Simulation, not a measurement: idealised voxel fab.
Process module heading - voxel self aligned contacts
For reference, the cross-section in this document is cut, with width 145 nm and square cells of 5 nm.
In what follows, cross-sections appear as grids of square cells, described through bands that run from the top down, where every band is one or more rows of cells.
Heads up on the band format: heights come first, top then bottom, in nm. After that it's the materials left to right, each with its width in nm. A single material flagged "full width" fills the whole band edge to edge, and "empty" means there's empty space there.
A quick word on heights: they are counted from 0, and under that level the wafer as it came to us is one material throughout. The lowest band is different from the rest in having no bottom; it simply continues downward, written as in "top 0, no bottom".
Quick explanation for "30..40": the width changes in equal steps down the rows of cells, from the first number in the band's top row to the second number in its bottom row.
Given "remained the same" for a step, no cell of the cross-section differs between before and after that step.
Each empty space that has no open way to the top and spans at least 8 cells appears under "Fully sealed cavities" as width x height at distance, the distance counted from the left edge, all in nm.
Past the settings on a step's line: simulator remark, on that step.
overlay nm: mask right of planned place by this much (step with mask). Neg. = left.

List of planned process steps
| 1 | RECEIVE with material Si |
| 2 | CONFORMAL_DEP with material SiO2, thk nm 5 |
| 3 | DIRECTIONAL_DEP with material polySi, thk nm 20 |
| 4 | DIRECTIONAL_DEP with material SiN, thk nm 25 |
| 5 | PATTERN with tone cover, mask id GATE, material resist, width nm 30, pitch nm 70, thk nm 15, overlay nm 0 |
| 6 | DIRECTIONAL_ETCH with etch materials SiN, depth nm 25 |
| 7 | DIRECTIONAL_ETCH with etch materials polySi, depth nm 20 |
| 8 | STRIP with etch materials resist |
| 9 | CONFORMAL_DEP with material SiN, thk nm 10 |
| 10 | DIRECTIONAL_ETCH with etch materials SiN, depth nm 10 |
| 11 | FILL_DEP with material SiO2, thk nm 15 |
| 12 | CMP with height nm 55 |
| 13 | MASKED_ETCH with tone open, mask id CONTACT, width nm 50, etch materials SiO2, depth nm 55, overlay nm 0 |
| 14 | CONFORMAL_DEP with material TiN, thk nm 5 |
| 15 | FILL_DEP with material W, thk nm 10 |
| 16 | CMP with height nm 55 |
| 17 | CONFORMAL_DEP with material SiCN, thk nm 5 |

First of two wafers - as planned

This is the cross-section of the wafer as we received it, i.e. after step 1
* top 0, no bottom: Si full width
* Fully sealed cavities: none

Cross-section: wafer state after step 2
* top 5, bottom 0: SiO2 full width
* Under 0: no change, same as before.

Cross-section: wafer state after step 3
* top 25, bottom 5: polySi full width
* Under 5: no change, same as before.

Cross-section: wafer state after step 4
* top 50, bottom 25: SiN full width
* Under 25: no change, same as before.

Cross-section: wafer state after step 5
* top 65, bottom 50: empty=20 | resist=30 | empty=40 | resist=30 | empty=25
* Under 50: no change, same as before.

Cross-section: wafer state after step 6
* top 65, bottom 50: empty=20 | resist=30 | empty=40 | resist=30 | empty=25
* top 50, bottom 25: empty=20 | SiN=30 | empty=40 | SiN=30 | empty=25
* Under 25: no change, same as before.

Cross-section: wafer state after step 7
* top 65, bottom 50: empty=20 | resist=30 | empty=40 | resist=30 | empty=25
* top 50, bottom 25: empty=20 | SiN=30 | empty=40 | SiN=30 | empty=25
* top 25, bottom 5: empty=20 | polySi=30 | empty=40 | polySi=30 | empty=25
* Under 5: no change, same as before.

Cross-section: wafer state after step 8
* top 50, bottom 25: empty=20 | SiN=30 | empty=40 | SiN=30 | empty=25
* Under 25: no change, same as before.

Cross-section: wafer state after step 9
* top 60, bottom 25: empty=10 | SiN=50 | empty=20 | SiN=50 | empty=15
* top 25, bottom 15: empty=10 | SiN=10 | polySi=30 | SiN=10 | empty=20 | SiN=10 | polySi=30 | SiN=10 | empty=15
* top 15, bottom 5: SiN=20 | polySi=30 | SiN=40 | polySi=30 | SiN=25
* Under 5: no change, same as before.

Cross-section: wafer state after step 10
* top 50, bottom 25: empty=10 | SiN=50 | empty=20 | SiN=50 | empty=15
* top 25, bottom 5: empty=10 | SiN=10 | polySi=30 | SiN=10 | empty=20 | SiN=10 | polySi=30 | SiN=10 | empty=15
* Under 5: no change, same as before.

Cross-section: wafer state after step 11
* top 65, bottom 50: SiO2 full width
* top 50, bottom 25: SiO2=10 | SiN=50 | SiO2=20 | SiN=50 | SiO2=15
* top 25, bottom 5: SiO2=10 | SiN=10 | polySi=30 | SiN=10 | SiO2=20 | SiN=10 | polySi=30 | SiN=10 | SiO2=15
* Under 5: no change, same as before.

Cross-section: wafer state after step 12
* top 55, bottom 50: SiO2 full width
* Under 50: no change, same as before.

Cross-section: wafer state after step 13
* top 55, bottom 50: SiO2=45 | empty=50 | SiO2=50
* top 50, bottom 25: SiO2=10 | SiN=50 | empty=20 | SiN=50 | SiO2=15
* top 25, bottom 5: SiO2=10 | SiN=10 | polySi=30 | SiN=10 | empty=20 | SiN=10 | polySi=30 | SiN=10 | SiO2=15
* top 5, bottom 0: SiO2=60 | empty=20 | SiO2=65
* Under 0: no change, same as before.

Cross-section: wafer state after step 14
* top 60, bottom 55: TiN=50 | empty=40 | TiN=55
* top 55, bottom 50: SiO2=45 | TiN=20 | empty=10 | TiN=20 | SiO2=50
* top 50, bottom 25: SiO2=10 | SiN=50 | TiN=5 | empty=10 | TiN=5 | SiN=50 | SiO2=15
* top 25, bottom 5: SiO2=10 | SiN=10 | polySi=30 | SiN=10 | TiN=5 | empty=10 | TiN=5 | SiN=10 | polySi=30 | SiN=10 | SiO2=15
* top 5, bottom 0: SiO2=60 | TiN=20 | SiO2=65
* Under 0: no change, same as before.

Cross-section: wafer state after step 15
* top 70, bottom 60: W full width
* top 60, bottom 55: TiN=50 | W=40 | TiN=55
* top 55, bottom 50: SiO2=45 | TiN=20 | W=10 | TiN=20 | SiO2=50
* top 50, bottom 25: SiO2=10 | SiN=50 | TiN=5 | W=10 | TiN=5 | SiN=50 | SiO2=15
* top 25, bottom 5: SiO2=10 | SiN=10 | polySi=30 | SiN=10 | TiN=5 | W=10 | TiN=5 | SiN=10 | polySi=30 | SiN=10 | SiO2=15
* Under 5: no change, same as before.

Cross-section: wafer state after step 16
* top 55, bottom 50: SiO2=45 | TiN=20 | W=10 | TiN=20 | SiO2=50
* Under 50: no change, same as before.

Cross-section: wafer state after step 17
* top 60, bottom 55: SiCN full width
* Under 55: no change, same as before.

It is to be noted that the second wafer proceeded from the same initial state and according to the same plan as the first, although one mistake was committed in its execution; through step 4, inclusive, the two wafers share an identical history

Cross-section: second wafer, time at which step 5 was scheduled to end
* top 65, bottom 50: empty=25 | resist=25 | empty=45 | resist=25 | empty=25
* Under 50: no change, same as before.

Cross-section: second wafer, time at which step 6 was scheduled to end
* top 65, bottom 50: empty=25 | resist=25 | empty=45 | resist=25 | empty=25
* top 50, bottom 25: empty=25 | SiN=25 | empty=45 | SiN=25 | empty=25
* Under 25: no change, same as before.

Cross-section: second wafer, time at which step 7 was scheduled to end
* top 65, bottom 50: empty=25 | resist=25 | empty=45 | resist=25 | empty=25
* top 50, bottom 25: empty=25 | SiN=25 | empty=45 | SiN=25 | empty=25
* top 25, bottom 5: empty=25 | polySi=25 | empty=45 | polySi=25 | empty=25
* Under 5: no change, same as before.

Cross-section: second wafer, time at which step 8 was scheduled to end
* top 50, bottom 25: empty=25 | SiN=25 | empty=45 | SiN=25 | empty=25
* Under 25: no change, same as before.

Cross-section: second wafer, time at which step 9 was scheduled to end
* top 60, bottom 25: empty=15 | SiN=45 | empty=25 | SiN=45 | empty=15
* top 25, bottom 15: empty=15 | SiN=10 | polySi=25 | SiN=10 | empty=25 | SiN=10 | polySi=25 | SiN=10 | empty=15
* top 15, bottom 5: SiN=25 | polySi=25 | SiN=45 | polySi=25 | SiN=25
* Under 5: no change, same as before.

Cross-section: second wafer, time at which step 10 was scheduled to end
* top 50, bottom 25: empty=15 | SiN=45 | empty=25 | SiN=45 | empty=15
* top 25, bottom 5: empty=15 | SiN=10 | polySi=25 | SiN=10 | empty=25 | SiN=10 | polySi=25 | SiN=10 | empty=15
* Under 5: no change, same as before.

Cross-section: second wafer, time at which step 11 was scheduled to end
* top 65, bottom 50: SiO2 full width
* top 50, bottom 25: SiO2=15 | SiN=45 | SiO2=25 | SiN=45 | SiO2=15
* top 25, bottom 5: SiO2=15 | SiN=10 | polySi=25 | SiN=10 | SiO2=25 | SiN=10 | polySi=25 | SiN=10 | SiO2=15
* Under 5: no change, same as before.

Cross-section: second wafer, time at which step 12 was scheduled to end
* top 55, bottom 50: SiO2 full width
* Under 50: no change, same as before.

Cross-section: second wafer, time at which step 13 was scheduled to end
* top 55, bottom 50: SiO2=45 | empty=50 | SiO2=50
* top 50, bottom 25: SiO2=15 | SiN=45 | empty=25 | SiN=45 | SiO2=15
* top 25, bottom 5: SiO2=15 | SiN=10 | polySi=25 | SiN=10 | empty=25 | SiN=10 | polySi=25 | SiN=10 | SiO2=15
* top 5, bottom 0: SiO2=60 | empty=25 | SiO2=60
* Under 0: no change, same as before.

Cross-section: second wafer, time at which step 14 was scheduled to end
* top 60, bottom 55: TiN=50 | empty=40 | TiN=55
* top 55, bottom 50: SiO2=45 | TiN=20 | empty=15 | TiN=15 | SiO2=50
* top 50, bottom 25: SiO2=15 | SiN=45 | TiN=5 | empty=15 | TiN=5 | SiN=45 | SiO2=15
* top 25, bottom 5: SiO2=15 | SiN=10 | polySi=25 | SiN=10 | TiN=5 | empty=15 | TiN=5 | SiN=10 | polySi=25 | SiN=10 | SiO2=15
* top 5, bottom 0: SiO2=60 | TiN=25 | SiO2=60
* Under 0: no change, same as before.

Cross-section: second wafer, time at which step 15 was scheduled to end
* top 70, bottom 60: W full width
* top 60, bottom 55: TiN=50 | W=40 | TiN=55
* top 55, bottom 50: SiO2=45 | TiN=20 | W=15 | TiN=15 | SiO2=50
* top 50, bottom 25: SiO2=15 | SiN=45 | TiN=5 | W=15 | TiN=5 | SiN=45 | SiO2=15
* top 25, bottom 5: SiO2=15 | SiN=10 | polySi=25 | SiN=10 | TiN=5 | W=15 | TiN=5 | SiN=10 | polySi=25 | SiN=10 | SiO2=15
* Under 5: no change, same as before.

Cross-section: second wafer, time at which step 16 was scheduled to end
* top 55, bottom 50: SiO2=45 | TiN=20 | W=15 | TiN=15 | SiO2=50
* Under 50: no change, same as before.

Cross-section: second wafer, time at which step 17 was scheduled to end
* top 60, bottom 55: SiCN full width
* Under 55: no change, same as before.
The mistake made against the process plan was this: step 5 was processed under conditions differing from the plan, specifically as PATTERN with tone cover, mask id GATE, material resist, width nm 25, pitch nm 70, thk nm 15, overlay nm 0
Final wafer comparison in cells, second versus first, more or fewer per material: SiN: 10 fewer, SiO2: 8 more, W: 10 more, polySi: 8 fewer
